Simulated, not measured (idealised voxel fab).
Herein follows the process module entitled voxel self aligned contacts.
Cross-section cut: width 210 nm, square cells of 5 nm.
A cross-section is a grid of square cells, given in bands from the top down. A band is one or more rows of cells.
Top, bottom (nm), then materials left to right with widths (nm); lone material tagged "all across" fills the whole band edge to edge; "air" = empty space.
Height is counted from the level 0, under which the received wafer is composed throughout of one material. The lowest of the bands is not closed at the bottom but continues downward, in the notation "0..down".
Think of "30 to 40" as a width that walks from the first number to the second as you go down the band, top row to bottom row, taking equal-sized steps from row to row.
Step marked "remained the same"? Then no cell in the cross-section changed in it.
Listed closed voids: empty space of 8 cells or more with no open way to the top, each as width x height at its distance from the left edge, in nm
What comes after the settings on a step's line is commentary from the simulator itself on that step.
overlay nm: step with mask; distance mask lay right of planned place; negative value = left of planned place.
[This section lists the process steps that were planned]
step 1: op RECEIVE | material Si
step 2: op OXIDIZE | depth nm 5
step 3: op DIRECTIONAL_DEP | material polySi | thk nm 30
step 4: op DIRECTIONAL_DEP | material SiN | thk nm 20
step 5: op PATTERN | tone cover | mask id GATE | material resist | width nm 30 | pitch nm 65 | thk nm 20 | overlay nm 0
step 6: op DIRECTIONAL_ETCH | etch materials SiN | depth nm 20
step 7: op DIRECTIONAL_ETCH | etch materials polySi | depth nm 30
step 8: op STRIP | etch materials resist
step 9: op CONFORMAL_DEP | material SiN | thk nm 10
step 10: op DIRECTIONAL_ETCH | etch materials SiN | depth nm 10
step 11: op FILL_DEP | material SiO2 | thk nm 15
step 12: op CMP | height nm 55
step 13: op PATTERN | tone open | mask id CONTACT | material resist | width nm 45 | pitch nm 65 | thk nm 15 | overlay nm 0
step 14: op DIRECTIONAL_ETCH | etch materials SiO2 | depth nm 60
step 15: op STRIP | etch materials resist
step 16: op CONFORMAL_DEP | material TiN | thk nm 5
step 17: op FILL_DEP | material W | thk nm 5
step 18: op CMP | height nm 55
step 19: op CONFORMAL_DEP | material SiCN | thk nm 5
[Delivered wafer in cross-section: state after step 1]
0..down  Si all across
Listed closed voids: none
[As-planned run: cross-section of the first of two wafers at end of module]
60..55  SiCN all across
55..50  50 SiO2, then 20 TiN, then 5 W, then 20 TiN, then 20 SiO2, then 20 TiN, then 5 W, then 20 TiN, then 50 SiO2
50..30  15 SiO2, then 50 SiN, then 5 TiN, then 5 W, then 5 TiN, then 50 SiN, then 5 TiN, then 5 W, then 5 TiN, then 50 SiN, then 15 SiO2
30..0  15 SiO2, then 10 SiN, then 30 polySi, then 10 SiN, then 5 TiN, then 5 W, then 5 TiN, then 10 SiN, then 30 polySi, then 10 SiN, then 5 TiN, then 5 W, then 5 TiN, then 10 SiN, then 30 polySi, then 10 SiN, then 15 SiO2
0..-5  65 SiO2, then 15 TiN, then 50 SiO2, then 15 TiN, then 65 SiO2
-5..down  Si all across
Listed closed voids: none
[Cross-sectional view of the second of two wafers upon completion of the module. This wafer shared its starting condition and process plan with the first; one error was made during its execution]
60..55  SiCN all across
55..50  45 SiO2, then 25 TiN, then 5 W, then 15 TiN, then 20 SiO2, then 25 TiN, then 5 W, then 15 TiN, then 55 SiO2
50..30  15 SiO2, then 50 SiN, then 5 TiN, then 5 W, then 5 TiN, then 50 SiN, then 5 TiN, then 5 W, then 5 TiN, then 50 SiN, then 15 SiO2
30..0  15 SiO2, then 10 SiN, then 30 polySi, then 10 SiN, then 5 TiN, then 5 W, then 5 TiN, then 10 SiN, then 30 polySi, then 10 SiN, then 5 TiN, then 5 W, then 5 TiN, then 10 SiN, then 30 polySi, then 10 SiN, then 15 SiO2
0..-5  65 SiO2, then 15 TiN, then 50 SiO2, then 15 TiN, then 65 SiO2
-5..down  Si all across
Listed closed voids: none
Against the plan, the run slipped here: step 13 changed vs plan, executed as op PATTERN | tone open | mask id CONTACT | material resist | width nm 45 | pitch nm 65 | thk nm 15 | overlay nm -5
By the end, you'd get the same cell count for each material on either wafer, but the second wafer puts them somewhere else.
